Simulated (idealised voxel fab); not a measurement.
Process module in this document: voxel quadruple lines
Cross-section cut: width 270 nm, square cells of 5 nm.
Cross-section spec: square-cell grid; bands listed top down; each band is one or more rows.
Basically the band line says how high the top is and how high the bottom is, in nm, and then what's in it from left to right, every material with its width in nm. Empty space shows up as "empty", and if a single material carries "throughout" it runs the full band edge to edge.
Heads up on the height convention: 0 is the point under which the incoming wafer is all one material, and the lowest band has no bottom, it just keeps going down, like "top 0, no bottom".
The two numbers in a width such as "30->40" mark its ends across the band: the first belongs to the top row of cells, the second to the bottom row, and from each row to the next the width moves by the same amount.
Where the words "no alterations made" appear for a step, the cross-section shows no cell changed by that step; every cell remained as before.
Empty spaces without an open route to the top, at least 8 cells in extent, make up the entry "Encapsulated voids"; each is given as width x height at distance, where the distance is measured from the left edge, and all are in nm.
Step line, after settings: the simulator's comment on this step.
overlay nm: where the mask lay relative to plan, measured to the right, on steps with a mask; negatives go left.
Planned step list for the process
1. op RECEIVE | material Si
2. op CONFORMAL_DEP | material SiO2 | thk nm 10
3. op DIRECTIONAL_DEP | material Ru | thk nm 10
4. op DIRECTIONAL_DEP | material polySi | thk nm 15
5. op DIRECTIONAL_DEP | material aC | thk nm 25
6. op PATTERN | tone cover | mask id MANDREL | material resist | width nm 30 | pitch nm 80 | thk nm 30 | overlay nm 0
7. op DIRECTIONAL_ETCH | etch materials aC | depth nm 25
8. op STRIP | etch materials resist
9. op CONFORMAL_DEP | material SiO2 | thk nm 10
10. op DIRECTIONAL_ETCH | etch materials SiO2 | depth nm 10
11. op STRIP | etch materials aC
12. op DIRECTIONAL_ETCH | etch materials polySi | depth nm 15
13. op STRIP | etch materials SiO2
14. op CONFORMAL_DEP | material SiCN | thk nm 10
15. op DIRECTIONAL_ETCH | etch materials SiCN | depth nm 10
16. op STRIP | etch materials polySi
17. op DIRECTIONAL_ETCH | etch materials Ru | depth nm 10
18. op STRIP | etch materials SiCN
First of the two wafers, run per plan
This is the cross-section of the wafer as we received it, i.e. after step 1
top 0, no bottom = Si throughout
Encapsulated voids: none
Cross-section through the wafer, step 2 finished
top 10, bottom 0 = SiO2 throughout
All layers under 0 are left as they were.
Cross-section through the wafer, step 3 finished
top 20, bottom 10 = Ru throughout
All layers under 10 are left as they were.
Cross-section through the wafer, step 4 finished
top 35, bottom 20 = polySi throughout
All layers under 20 are left as they were.
Cross-section through the wafer, step 5 finished
top 60, bottom 35 = aC throughout
All layers under 35 are left as they were.
Cross-section through the wafer, step 6 finished
top 90, bottom 60 = empty (80), then resist (30), then empty (50), then resist (30), then empty (80)
All layers under 60 are left as they were.
Cross-section through the wafer, step 7 finished
top 65, bottom 60 = empty (80), then resist (30), then empty (50), then resist (30), then empty (80)
top 60, bottom 35 = empty (80), then aC (30), then empty (50), then aC (30), then empty (80)
All layers under 35 are left as they were.
Cross-section through the wafer, step 8 finished
top 60, bottom 35 = empty (80), then aC (30), then empty (50), then aC (30), then empty (80)
All layers under 35 are left as they were.
Cross-section through the wafer, step 9 finished
top 70, bottom 60 = empty (70), then SiO2 (50), then empty (30), then SiO2 (50), then empty (70)
top 60, bottom 45 = empty (70), then SiO2 (10), then aC (30), then SiO2 (10), then empty (30), then SiO2 (10), then aC (30), then SiO2 (10), then empty (70)
top 45, bottom 35 = SiO2 (80), then aC (30), then SiO2 (50), then aC (30), then SiO2 (80)
All layers under 35 are left as they were.
Cross-section through the wafer, step 10 finished
top 60, bottom 35 = empty (70), then SiO2 (10), then aC (30), then SiO2 (10), then empty (30), then SiO2 (10), then aC (30), then SiO2 (10), then empty (70)
All layers under 35 are left as they were.
Cross-section through the wafer, step 11 finished
top 60, bottom 35 = empty (70), then SiO2 (10), then empty (30), then SiO2 (10), then empty (30), then SiO2 (10), then empty (30), then SiO2 (10), then empty (70)
All layers under 35 are left as they were.
Cross-section through the wafer, step 12 finished
top 60, bottom 35 = empty (70), then SiO2 (10), then empty (30), then SiO2 (10), then empty (30), then SiO2 (10), then empty (30), then SiO2 (10), then empty (70)
top 35, bottom 20 = empty (70), then polySi (10), then empty (30), then polySi (10), then empty (30), then polySi (10), then empty (30), then polySi (10), then empty (70)
All layers under 20 are left as they were.
Cross-section through the wafer, step 13 finished
top 35, bottom 20 = empty (70), then polySi (10), then empty (30), then polySi (10), then empty (30), then polySi (10), then empty (30), then polySi (10), then empty (70)
All layers under 20 are left as they were.
Cross-section through the wafer, step 14 finished
top 45, bottom 35 = empty (60), then SiCN (30), then empty (10), then SiCN (30), then empty (10), then SiCN (30), then empty (10), then SiCN (30), then empty (60)
top 35, bottom 30 = empty (60), then SiCN (10), then polySi (10), then SiCN (10), then empty (10), then SiCN (10), then polySi (10), then SiCN (10), then empty (10), then SiCN (10), then polySi (10), then SiCN (10), then empty (10), then SiCN (10), then polySi (10), then SiCN (10), then empty (60)
top 30, bottom 20 = SiCN (70), then polySi (10), then SiCN (30), then polySi (10), then SiCN (30), then polySi (10), then SiCN (30), then polySi (10), then SiCN (70)
All layers under 20 are left as they were.
Cross-section through the wafer, step 15 finished
top 35, bottom 20 = empty (60), then SiCN (10), then polySi (10), then SiCN (10), then empty (10), then SiCN (10), then polySi (10), then SiCN (10), then empty (10), then SiCN (10), then polySi (10), then SiCN (10), then empty (10), then SiCN (10), then polySi (10), then SiCN (10), then empty (60)
All layers under 20 are left as they were.
Cross-section through the wafer, step 16 finished
top 35, bottom 20 = empty (60), then SiCN (10), then empty (10), then SiCN (10), then empty (10), then SiCN (10), then empty (10), then SiCN (10), then empty (10), then SiCN (10), then empty (10), then SiCN (10), then empty (10), then SiCN (10), then empty (10), then SiCN (10), then empty (60)
All layers under 20 are left as they were.
Cross-section through the wafer, step 17 finished
top 35, bottom 20 = empty (60), then SiCN (10), then empty (10), then SiCN (10), then empty (10), then SiCN (10), then empty (10), then SiCN (10), then empty (10), then SiCN (10), then empty (10), then SiCN (10), then empty (10), then SiCN (10), then empty (10), then SiCN (10), then empty (60)
top 20, bottom 10 = empty (60), then Ru (10), then empty (10), then Ru (10), then empty (10), then Ru (10), then empty (10), then Ru (10), then empty (10), then Ru (10), then empty (10), then Ru (10), then empty (10), then Ru (10), then empty (10), then Ru (10), then empty (60)
All layers under 10 are left as they were.
Cross-section through the wafer, step 18 finished
top 20, bottom 10 = empty (60), then Ru (10), then empty (10), then Ru (10), then empty (10), then Ru (10), then empty (10), then Ru (10), then empty (10), then Ru (10), then empty (10), then Ru (10), then empty (10), then Ru (10), then empty (10), then Ru (10), then empty (60)
All layers under 10 are left as they were.
Wafer two. Identical start, identical plan. One mistake in execution. Identical history through step 5
What the second wafer looks like in cross-section when step 6 should have wrapped up
top 90, bottom 60 = empty (75), then resist (30), then empty (50), then resist (30), then empty (85)
All layers under 60 are left as they were.
What the second wafer looks like in cross-section when step 7 should have wrapped up
top 65, bottom 60 = empty (75), then resist (30), then empty (50), then resist (30), then empty (85)
top 60, bottom 35 = empty (75), then aC (30), then empty (50), then aC (30), then empty (85)
All layers under 35 are left as they were.
What the second wafer looks like in cross-section when step 8 should have wrapped up
top 60, bottom 35 = empty (75), then aC (30), then empty (50), then aC (30), then empty (85)
All layers under 35 are left as they were.
What the second wafer looks like in cross-section when step 9 should have wrapped up
top 70, bottom 60 = empty (65), then SiO2 (50), then empty (30), then SiO2 (50), then empty (75)
top 60, bottom 45 = empty (65), then SiO2 (10), then aC (30), then SiO2 (10), then empty (30), then SiO2 (10), then aC (30), then SiO2 (10), then empty (75)
top 45, bottom 35 = SiO2 (75), then aC (30), then SiO2 (50), then aC (30), then SiO2 (85)
All layers under 35 are left as they were.
What the second wafer looks like in cross-section when step 10 should have wrapped up
top 60, bottom 35 = empty (65), then SiO2 (10), then aC (30), then SiO2 (10), then empty (30), then SiO2 (10), then aC (30), then SiO2 (10), then empty (75)
All layers under 35 are left as they were.
What the second wafer looks like in cross-section when step 11 should have wrapped up
top 60, bottom 35 = empty (65), then SiO2 (10), then empty (30), then SiO2 (10), then empty (30), then SiO2 (10), then empty (30), then SiO2 (10), then empty (75)
All layers under 35 are left as they were.
What the second wafer looks like in cross-section when step 12 should have wrapped up
top 60, bottom 35 = empty (65), then SiO2 (10), then empty (30), then SiO2 (10), then empty (30), then SiO2 (10), then empty (30), then SiO2 (10), then empty (75)
top 35, bottom 20 = empty (65), then polySi (10), then empty (30), then polySi (10), then empty (30), then polySi (10), then empty (30), then polySi (10), then empty (75)
All layers under 20 are left as they were.
What the second wafer looks like in cross-section when step 13 should have wrapped up
top 35, bottom 20 = empty (65), then polySi (10), then empty (30), then polySi (10), then empty (30), then polySi (10), then empty (30), then polySi (10), then empty (75)
All layers under 20 are left as they were.
What the second wafer looks like in cross-section when step 14 should have wrapped up
top 45, bottom 35 = empty (55), then SiCN (30), then empty (10), then SiCN (30), then empty (10), then SiCN (30), then empty (10), then SiCN (30), then empty (65)
top 35, bottom 30 = empty (55), then SiCN (10), then polySi (10), then SiCN (10), then empty (10), then SiCN (10), then polySi (10), then SiCN (10), then empty (10), then SiCN (10), then polySi (10), then SiCN (10), then empty (10), then SiCN (10), then polySi (10), then SiCN (10), then empty (65)
top 30, bottom 20 = SiCN (65), then polySi (10), then SiCN (30), then polySi (10), then SiCN (30), then polySi (10), then SiCN (30), then polySi (10), then SiCN (75)
All layers under 20 are left as they were.
What the second wafer looks like in cross-section when step 15 should have wrapped up
top 35, bottom 20 = empty (55), then SiCN (10), then polySi (10), then SiCN (10), then empty (10), then SiCN (10), then polySi (10), then SiCN (10), then empty (10), then SiCN (10), then polySi (10), then SiCN (10), then empty (10), then SiCN (10), then polySi (10), then SiCN (10), then empty (65)
All layers under 20 are left as they were.
What the second wafer looks like in cross-section when step 16 should have wrapped up
top 35, bottom 20 = empty (55), then SiCN (10), then empty (10), then SiCN (10), then empty (10), then SiCN (10), then empty (10), then SiCN (10), then empty (10), then SiCN (10), then empty (10), then SiCN (10), then empty (10), then SiCN (10), then empty (10), then SiCN (10), then empty (65)
All layers under 20 are left as they were.
What the second wafer looks like in cross-section when step 17 should have wrapped up
top 35, bottom 20 = empty (55), then SiCN (10), then empty (10), then SiCN (10), then empty (10), then SiCN (10), then empty (10), then SiCN (10), then empty (10), then SiCN (10), then empty (10), then SiCN (10), then empty (10), then SiCN (10), then empty (10), then SiCN (10), then empty (65)
top 20, bottom 10 = empty (55), then Ru (10), then empty (10), then Ru (10), then empty (10), then Ru (10), then empty (10), then Ru (10), then empty (10), then Ru (10), then empty (10), then Ru (10), then empty (10), then Ru (10), then empty (10), then Ru (10), then empty (65)
All layers under 10 are left as they were.
What the second wafer looks like in cross-section when step 18 should have wrapped up
top 20, bottom 10 = empty (55), then Ru (10), then empty (10), then Ru (10), then empty (10), then Ru (10), then empty (10), then Ru (10), then empty (10), then Ru (10), then empty (10), then Ru (10), then empty (10), then Ru (10), then empty (10), then Ru (10), then empty (65)
All layers under 10 are left as they were.
What was done differently from what was planned? step 6 ran with different settings than intended, the actual operation and settings being op PATTERN | tone cover | mask id MANDREL | material resist | width nm 30 | pitch nm 80 | thk nm 30 | overlay nm -5
By the end, you'd get the same cell count for each material on either wafer, but the second wafer puts them somewhere else.
